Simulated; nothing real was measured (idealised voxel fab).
Process module name: voxel double patterning
Square cells of 5 nm make up the cross-section cut, whose width is 245 nm.
A cross-section in this document is a grid of square cells, and it is written down as bands, the top band listed before the ones below it; a band is made up of one or more rows of cells. The band entry comprises the height of the band's top followed by the height of its bottom, expressed in nm, and subsequently the band's materials from left to right, each stated together with its width in nm. Where a single material is marked with the word "full width", that material fills the band from edge to edge. The word "air" represents empty space. Heights are expressed relative to 0, this being the level below which the as-received wafer comprises one material exclusively. The lowest band is unbounded in the downward direction and is denoted as in "top 0, no bottom". Top row gets the first number, bottom row gets the second, and each row in between changes by the same step: that is how a band width like "30->40" works. The designation "no alteration", where it is given for a processing step, indicates that no cell of the cross-section was altered in the course of that step. The entry "Sealed void list" lists the empty spaces that cover at least 8 cells and have no open path to the top. Each is written as width x height at distance, where the distance is measured from the left edge and all three values are in nm. Heads up: the bit after the settings on a step's line is the simulator's remark on that step. The "overlay nm" setting may appear on a step's line; for a step that uses a mask, it gives how far to the right of its planned position the mask lay, and a negative value indicates the left.

## Below is the list of planned process steps
1) RECEIVE, material Si
2) CONFORMAL_DEP, material SiO2, thk nm 5
3) DIRECTIONAL_DEP, material polySi, thk nm 15
4) DIRECTIONAL_DEP, material SiN, thk nm 5
5) DIRECTIONAL_DEP, material aC, thk nm 10
6) PATTERN, tone open, mask id FIRST, material resist, width nm 15, pitch nm 50, thk nm 30, overlay nm 0
7) DIRECTIONAL_ETCH, etch materials aC, depth nm 10
8) STRIP, etch materials resist
9) DIRECTIONAL_ETCH, etch materials SiN, depth nm 5
10) STRIP, etch materials aC
11) PATTERN, tone open, mask id SECOND, material resist, width nm 15, thk nm 20, overlay nm 0
12) DIRECTIONAL_ETCH, etch materials SiN, depth nm 5
13) STRIP, etch materials resist
14) DIRECTIONAL_ETCH, etch materials polySi, depth nm 15
15) STRIP, etch materials SiN

## First out of two wafers; run went to plan

## Here's what the wafer looked like in cross-section when it arrived - that's after step 1
* top 0, no bottom = Si full width
* Sealed void list: none

## Once step 2 is through, the wafer looks like this in cross-section
* top 5, bottom 0 = SiO2 full width
* Below 0, no change.

## Once step 3 is through, the wafer looks like this in cross-section
* top 20, bottom 5 = polySi full width
* Below 5, no change.

## Once step 4 is through, the wafer looks like this in cross-section
* top 25, bottom 20 = SiN full width
* Below 20, no change.

## Once step 5 is through, the wafer looks like this in cross-section
* top 35, bottom 25 = aC full width
* Below 25, no change.

## Once step 6 is through, the wafer looks like this in cross-section
* top 65, bottom 35 = 90 of resist; 15 of air; 35 of resist; 15 of air; 90 of resist
* Below 35, no change.

## Once step 7 is through, the wafer looks like this in cross-section
* top 55, bottom 35 = 90 of resist; 15 of air; 35 of resist; 15 of air; 90 of resist
* top 35, bottom 25 = 90 of aC; 15 of air; 35 of aC; 15 of air; 90 of aC
* Below 25, no change.

## Once step 8 is through, the wafer looks like this in cross-section
* top 35, bottom 25 = 90 of aC; 15 of air; 35 of aC; 15 of air; 90 of aC
* Below 25, no change.

## Once step 9 is through, the wafer looks like this in cross-section
* top 35, bottom 25 = 90 of aC; 15 of air; 35 of aC; 15 of air; 90 of aC
* top 25, bottom 20 = 90 of SiN; 15 of air; 35 of SiN; 15 of air; 90 of SiN
* Below 20, no change.

## Once step 10 is through, the wafer looks like this in cross-section
* top 25, bottom 20 = 90 of SiN; 15 of air; 35 of SiN; 15 of air; 90 of SiN
* Below 20, no change.

## Once step 11 is through, the wafer looks like this in cross-section
* top 45, bottom 25 = 115 of resist; 15 of air; 115 of resist
* top 25, bottom 20 = 90 of SiN; 15 of resist; 35 of SiN; 15 of resist; 90 of SiN
* Below 20, no change.

## Once step 12 is through, the wafer looks like this in cross-section
* top 45, bottom 25 = 115 of resist; 15 of air; 115 of resist
* top 25, bottom 20 = 90 of SiN; 15 of resist; 10 of SiN; 15 of air; 10 of SiN; 15 of resist; 90 of SiN
* Below 20, no change.

## Once step 13 is through, the wafer looks like this in cross-section
* top 25, bottom 20 = 90 of SiN; 15 of air; 10 of SiN; 15 of air; 10 of SiN; 15 of air; 90 of SiN
* Below 20, no change.

## Once step 14 is through, the wafer looks like this in cross-section
* top 25, bottom 20 = 90 of SiN; 15 of air; 10 of SiN; 15 of air; 10 of SiN; 15 of air; 90 of SiN
* top 20, bottom 5 = 90 of polySi; 15 of air; 10 of polySi; 15 of air; 10 of polySi; 15 of air; 90 of polySi
* Below 5, no change.

## Once step 15 is through, the wafer looks like this in cross-section
* top 20, bottom 5 = 90 of polySi; 15 of air; 10 of polySi; 15 of air; 10 of polySi; 15 of air; 90 of polySi
* Below 5, no change.

## Second wafer - shared start and plan with the first - one error in running - same as the first up to step 2 inclusive

## when step 3 should have ended
* top 35, bottom 5 = polySi full width
* Below 5, no change.

## when step 4 should have ended
* top 40, bottom 35 = SiN full width
* Below 35, no change.

## when step 5 should have ended
* top 50, bottom 40 = aC full width
* Below 40, no change.

## when step 6 should have ended
* top 80, bottom 50 = 90 of resist; 15 of air; 35 of resist; 15 of air; 90 of resist
* Below 50, no change.

## when step 7 should have ended
* top 70, bottom 50 = 90 of resist; 15 of air; 35 of resist; 15 of air; 90 of resist
* top 50, bottom 40 = 90 of aC; 15 of air; 35 of aC; 15 of air; 90 of aC
* Below 40, no change.

## when step 8 should have ended
* top 50, bottom 40 = 90 of aC; 15 of air; 35 of aC; 15 of air; 90 of aC
* Below 40, no change.

## when step 9 should have ended
* top 50, bottom 40 = 90 of aC; 15 of air; 35 of aC; 15 of air; 90 of aC
* top 40, bottom 35 = 90 of SiN; 15 of air; 35 of SiN; 15 of air; 90 of SiN
* Below 35, no change.

## when step 10 should have ended
* top 40, bottom 35 = 90 of SiN; 15 of air; 35 of SiN; 15 of air; 90 of SiN
* Below 35, no change.

## when step 11 should have ended
* top 60, bottom 40 = 115 of resist; 15 of air; 115 of resist
* top 40, bottom 35 = 90 of SiN; 15 of resist; 35 of SiN; 15 of resist; 90 of SiN
* Below 35, no change.

## when step 12 should have ended
* top 60, bottom 40 = 115 of resist; 15 of air; 115 of resist
* top 40, bottom 35 = 90 of SiN; 15 of resist; 10 of SiN; 15 of air; 10 of SiN; 15 of resist; 90 of SiN
* Below 35, no change.

## when step 13 should have ended
* top 40, bottom 35 = 90 of SiN; 15 of air; 10 of SiN; 15 of air; 10 of SiN; 15 of air; 90 of SiN
* Below 35, no change.

## when step 14 should have ended
* top 40, bottom 35 = 90 of SiN; 15 of air; 10 of SiN; 15 of air; 10 of SiN; 15 of air; 90 of SiN
* top 35, bottom 20 = 90 of polySi; 15 of air; 10 of polySi; 15 of air; 10 of polySi; 15 of air; 90 of polySi
* Below 20, no change.

## when step 15 should have ended
* top 35, bottom 20 = 90 of polySi; 15 of air; 10 of polySi; 15 of air; 10 of polySi; 15 of air; 90 of polySi
* Below 20, no change.
Which mistake was made when the wafer was run? twice over, step 3 of the plan was run
At the finish, the second wafer shows more or fewer cells for some materials than the first does: polySi +147
